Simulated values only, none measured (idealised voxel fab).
process module | voxel transistor to metal
cross-section cut | 165 nm wide | cells 5 nm
A cross-section is a grid of square cells, given in bands from the top down. A band is one or more rows of cells.
Each band's line starts with the height of the band's top and of its bottom, in nm. Then come its materials from left to right, each with its width in nm. One material with "throughout" fills the band from edge to edge. "air" is empty space.
Height 0 is the level under which the wafer as received is all one material. The lowest band goes on downwards, as in "0 down".
A width such as "30 to 40" changes by the same amount from each row of cells to the next, from the band's top row to its bottom row.
"no change" after a step means that no cell of the cross-section changed.
closed voids: empty space of 8 cells or more with no open way to the top, each as width x height at its distance from the left edge, in nm
after a step's settings: what the simulator itself notes on the step
overlay nm, on a step with a mask: how far to the right of its planned place the mask lay; to the left if negative
plan
1 op RECEIVE | material Si
2 op CONFORMAL_DEP | material SiO2 | thk nm 5
3 op CONFORMAL_DEP | material SiN | thk nm 15
4 op MASKED_ETCH | tone cover | mask id ACTIVE | width nm 105 | etch materials SiN | depth nm 15 | overlay nm 0
5 op MASKED_ETCH | tone cover | mask id ACTIVE | width nm 105 | etch materials SiO2 | depth nm 5 | overlay nm 0
6 op MASKED_ETCH | tone cover | mask id ACTIVE | width nm 105 | etch materials Si | depth nm 25 | overlay nm -15
7 op FILL_DEP | material SiO2 | thk nm 15
8 op CMP | height nm 20
9 op SELECTIVE_ETCH | etch materials SiO2 | depth nm 10
10 op STRIP | etch materials SiN
11 op SELECTIVE_ETCH | etch materials SiO2 | depth nm 5
12 op OXIDIZE | depth nm 5
13 op DIRECTIONAL_DEP | material polySi | thk nm 20
14 op DIRECTIONAL_DEP | material SiCN | thk nm 15
15 op DIRECTIONAL_DEP | material aC | thk nm 10
16 op PATTERN | tone cover | mask id GATE | material resist | width nm 35 | thk nm 25 | overlay nm 0
17 op DIRECTIONAL_ETCH | etch materials aC | depth nm 10
18 op STRIP | etch materials resist
19 op DIRECTIONAL_ETCH | etch materials SiCN | depth nm 25
20 op DIRECTIONAL_ETCH | etch materials polySi | depth nm 30
21 op STRIP | etch materials aC
22 op CONFORMAL_DEP | material SiO2 | thk nm 5
23 op DIRECTIONAL_ETCH | etch materials SiO2 | depth nm 5
24 op CONFORMAL_DEP | material SiN | thk nm 10
25 op DIRECTIONAL_ETCH | etch materials SiN | depth nm 10
26 op DIRECTIONAL_ETCH | etch materials SiO2 | depth nm 5
27 op DIRECTIONAL_ETCH | etch materials Si | depth nm 5
28 op EPI | material nSi | thk nm 10
29 op FILL_DEP | material SiO2 | thk nm 10
30 op CMP | height nm 20
31 op STRIP | etch materials polySi
32 op SELECTIVE_ETCH | etch materials SiO2 | depth nm 5
33 op CONFORMAL_DEP | material HfO2 | thk nm 5
34 op CONFORMAL_DEP | material TiN | thk nm 5
35 op FILL_DEP | material W | thk nm 10
36 op CMP | height nm 15
37 op DIRECTIONAL_DEP | material SiO2 | thk nm 10
38 op MASKED_ETCH | tone open | mask id CONTACT | width nm 15 | pitch nm 80 | etch materials SiO2 | depth nm 20 | overlay nm 0
39 op CONFORMAL_DEP | material TiN | thk nm 5
40 op FILL_DEP | material W | thk nm 5
41 op CMP | height nm 25
42 op CONFORMAL_DEP | material SiCN | thk nm 5
43 op DIRECTIONAL_DEP | material SiO2 | thk nm 20
44 op DIRECTIONAL_DEP | material aC | thk nm 10
45 op PATTERN | tone open | mask id METAL_1 | material resist | width nm 15 | pitch nm 80 | thk nm 25 | overlay nm 0
46 op DIRECTIONAL_ETCH | etch materials aC | depth nm 10
47 op STRIP | etch materials resist
48 op DIRECTIONAL_ETCH | etch materials SiO2 | depth nm 20
49 op DIRECTIONAL_ETCH | etch materials SiCN | depth nm 5
50 op STRIP | etch materials aC
51 op CONFORMAL_DEP | material TiN | thk nm 5
52 op FILL_DEP | material Cu | thk nm 10
53 op CMP | height nm 50
54 op CONFORMAL_DEP | material SiCN | thk nm 5
55 op DIRECTIONAL_DEP | material lowk | thk nm 25
56 op MASKED_ETCH | tone open | mask id METAL_2 | width nm 15 | pitch nm 80 | etch materials lowk | depth nm 15 | overlay nm 0
57 op MASKED_ETCH | tone open | mask id METAL_2_HOLES | width nm 15 | pitch nm 80 | etch materials lowk | depth nm 10 | overlay nm 0
58 op MASKED_ETCH | tone open | mask id METAL_2_HOLES | width nm 15 | pitch nm 80 | etch materials SiCN | depth nm 5 | overlay nm 0
59 op CONFORMAL_DEP | material TiN | thk nm 5
60 op FILL_DEP | material Ru | thk nm 5
61 op CMP | height nm 80
62 op CONFORMAL_DEP | material SiCN | thk nm 5
varied across the wafers: overlay nm of step 6. The plan shows the first wafer's value. All wafers start alike
first wafer as received, after step 1
  0 down: Si throughout
  closed voids: none
first wafer at the end, after step 62
  85 to 80: SiCN throughout
  80 to 55: lowk 35 | TiN 5 | Ru 5 | TiN 5 | lowk 65 | TiN 5 | Ru 5 | TiN 5 | lowk 35
  55 to 50: SiCN 35 | TiN 15 | SiCN 65 | TiN 15 | SiCN 35
  50 to 30: SiO2 35 | TiN 5 | Cu 5 | TiN 5 | SiO2 65 | TiN 5 | Cu 5 | TiN 5 | SiO2 35
  30 to 25: SiCN 35 | TiN 15 | SiCN 65 | TiN 15 | SiCN 35
  25 to 15: SiO2 35 | TiN 5 | W 5 | TiN 5 | SiO2 65 | TiN 5 | W 5 | TiN 5 | SiO2 35
  15 to 10: SiO2 35 | TiN 5 | W 5 | TiN 5 | SiN 10 | HfO2 5 | TiN 5 | W 25 | TiN 5 | HfO2 5 | SiN 10 | TiN 5 | W 5 | TiN 5 | SiO2 35
  10 to 5: SiO2 35 | TiN 15 | SiN 10 | HfO2 5 | TiN 5 | W 25 | TiN 5 | HfO2 5 | SiN 10 | TiN 15 | SiO2 35
  5 to 0: SiO2 10 | nSi 15 | SiO2 5 | SiN 10 | nSi 10 | SiN 10 | HfO2 5 | TiN 35 | HfO2 5 | SiN 10 | nSi 10 | SiN 10 | SiO2 30
  0 to -5: SiO2 15 | nSi 5 | SiO2 20 | nSi 10 | SiO2 10 | HfO2 45 | SiO2 10 | nSi 10 | SiO2 40
  -5 to -10: SiO2 15 | Si 25 | nSi 10 | Si 65 | nSi 10 | Si 10 | SiO2 30
  -10 to -25: SiO2 15 | Si 120 | SiO2 30
  -25 down: Si throughout
  closed voids: none
last wafer at the end
  85 to 80: SiCN throughout
  80 to 55: lowk 35 | TiN 5 | Ru 5 | TiN 5 | lowk 65 | TiN 5 | Ru 5 | TiN 5 | lowk 35
  55 to 50: SiCN 35 | TiN 15 | SiCN 65 | TiN 15 | SiCN 35
  50 to 30: SiO2 35 | TiN 5 | Cu 5 | TiN 5 | SiO2 65 | TiN 5 | Cu 5 | TiN 5 | SiO2 35
  30 to 25: SiCN 35 | TiN 15 | SiCN 65 | TiN 15 | SiCN 35
  25 to 15: SiO2 35 | TiN 5 | W 5 | TiN 5 | SiO2 65 | TiN 5 | W 5 | TiN 5 | SiO2 35
  15 to 10: SiO2 35 | TiN 5 | W 5 | TiN 5 | SiN 10 | HfO2 5 | TiN 5 | W 25 | TiN 5 | HfO2 5 | SiN 10 | TiN 5 | W 5 | TiN 5 | SiO2 35
  10 to 5: SiO2 35 | TiN 15 | SiN 10 | HfO2 5 | TiN 5 | W 25 | TiN 5 | HfO2 5 | SiN 10 | TiN 15 | SiO2 35
  5 to 0: SiO2 30 | SiN 10 | nSi 10 | SiN 10 | HfO2 5 | TiN 35 | HfO2 5 | SiN 10 | nSi 10 | SiN 10 | SiO2 5 | nSi 15 | SiO2 10
  0 to -5: SiO2 40 | nSi 10 | SiO2 10 | HfO2 45 | SiO2 10 | nSi 10 | SiO2 20 | nSi 5 | SiO2 15
  -5 to -10: SiO2 30 | Si 10 | nSi 10 | Si 65 | nSi 10 | Si 25 | SiO2 15
  -10 to -25: SiO2 30 | Si 120 | SiO2 15
  -25 down: Si throughout
  closed voids: none
each wafer at the end: cells of each material gained (+) or lost (-) since it was received, then its closed voids
overlay nm -15 | +8 Cu | +15 HfO2 | +10 Ru | -73 Si | +87 SiCN | +16 SiN | +254 SiO2 | +77 TiN | +16 W | +135 lowk | +16 nSi | closed voids: none
overlay nm -10 | +8 Cu | +15 HfO2 | +10 Ru | -77 Si | +87 SiCN | +16 SiN | +262 SiO2 | +77 TiN | +16 W | +135 lowk | +12 nSi | closed voids: none
overlay nm -5 | +8 Cu | +15 HfO2 | +10 Ru | -81 Si | +87 SiCN | +16 SiN | +266 SiO2 | +77 TiN | +16 W | +135 lowk | +12 nSi | closed voids: none
overlay nm 0 | +8 Cu | +15 HfO2 | +10 Ru | -85 Si | +87 SiCN | +16 SiN | +270 SiO2 | +77 TiN | +16 W | +135 lowk | +12 nSi | closed voids: none
overlay nm 5 | +8 Cu | +15 HfO2 | +10 Ru | -81 Si | +87 SiCN | +16 SiN | +266 SiO2 | +77 TiN | +16 W | +135 lowk | +12 nSi | closed voids: none
overlay nm 10 | +8 Cu | +15 HfO2 | +10 Ru | -77 Si | +87 SiCN | +16 SiN | +262 SiO2 | +77 TiN | +16 W | +135 lowk | +12 nSi | closed voids: none
overlay nm 15 | +8 Cu | +15 HfO2 | +10 Ru | -73 Si | +87 SiCN | +16 SiN | +254 SiO2 | +77 TiN | +16 W | +135 lowk | +16 nSi | closed voids: none
